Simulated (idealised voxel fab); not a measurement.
The process module presented herein is designated voxel self aligned contacts.
Shown is cross-section cut, with a width of 230 nm and square cells of size 5 nm.
How to read a cross-section here: the picture is a grid of square cells, written as bands going from the top down, and any band can span one or more rows of cells. What a band's entry tells you: where the top is and where the bottom is, as heights in nm, and after that what lies inside, material by material from left to right, each with its width in nm. Empty space is written as the word "air", and a single material marked with the word "full width" occupies the band from edge to edge. All heights in this document are referenced to 0, defined as the level beneath which the wafer, as received, consists entirely of one material. The lowest band is not bounded below; it extends indefinitely downward and is written in the form "from 0 down". A width given as "30 to 40" starts at the first number in the band's top row and ends at the second number in its bottom row, shifting by an equal amount at every step from row to row. Take "identical to before" at face value: in the step it is given for, the cross-section changed in none of its cells. Reported under the label "Enclosed internal cavities" are the empty spaces having no open way to the top and comprising 8 cells or more; the notation for each is width x height at distance, in which the distance is measured from the left edge and all three values are in nm. after a step's settings: what the simulator itself notes on the step. "overlay nm" on a masked step: distance the mask lay right of its planned place, negative for left.

Intended process steps:
1. RECEIVE,material Si
2. OXIDIZE,depth nm 5
3. DIRECTIONAL_DEP,material polySi,thk nm 30
4. DIRECTIONAL_DEP,material SiN,thk nm 20
5. PATTERN,tone cover,mask id GATE,material resist,width nm 35,pitch nm 70,thk nm 20,overlay nm 0
6. DIRECTIONAL_ETCH,etch materials SiN,depth nm 20
7. DIRECTIONAL_ETCH,etch materials polySi,depth nm 30
8. STRIP,etch materials resist
9. CONFORMAL_DEP,material SiN,thk nm 5
10. DIRECTIONAL_ETCH,etch materials SiN,depth nm 5
11. FILL_DEP,material SiO2,thk nm 20
12. CMP,height nm 60
13. MASKED_ETCH,tone open,mask id CONTACT,width nm 55,etch materials SiO2,depth nm 65,overlay nm 0
14. CONFORMAL_DEP,material TiN,thk nm 5
15. FILL_DEP,material W,thk nm 5
16. CMP,height nm 60
17. CONFORMAL_DEP,material SiN,thk nm 5

Cross-section of the wafer upon arrival, representing the state reached after step 1:
  from 0 down  Si full width
  Enclosed internal cavities: none

Post-module cross-section: identical start and plan to those above, one misstep in execution:
  from 65 to 60  SiN full width
  from 60 to 35  55 SiO2, 5 SiN, 35 polySi, 5 SiN, 5 TiN, 15 W, 5 TiN, 5 SiN, 35 polySi, 5 SiN, 60 SiO2
  from 35 to 30  55 SiO2, 5 SiN, 35 polySi, 5 SiN, 25 TiN, 5 SiN, 35 polySi, 5 SiN, 60 SiO2
  from 30 to 0  polySi full width
  from 0 to -5  SiO2 full width
  from -5 down  Si full width
  Enclosed internal cavities: none
So what did we get wrong on this run? twice over, step 3 of the plan was run
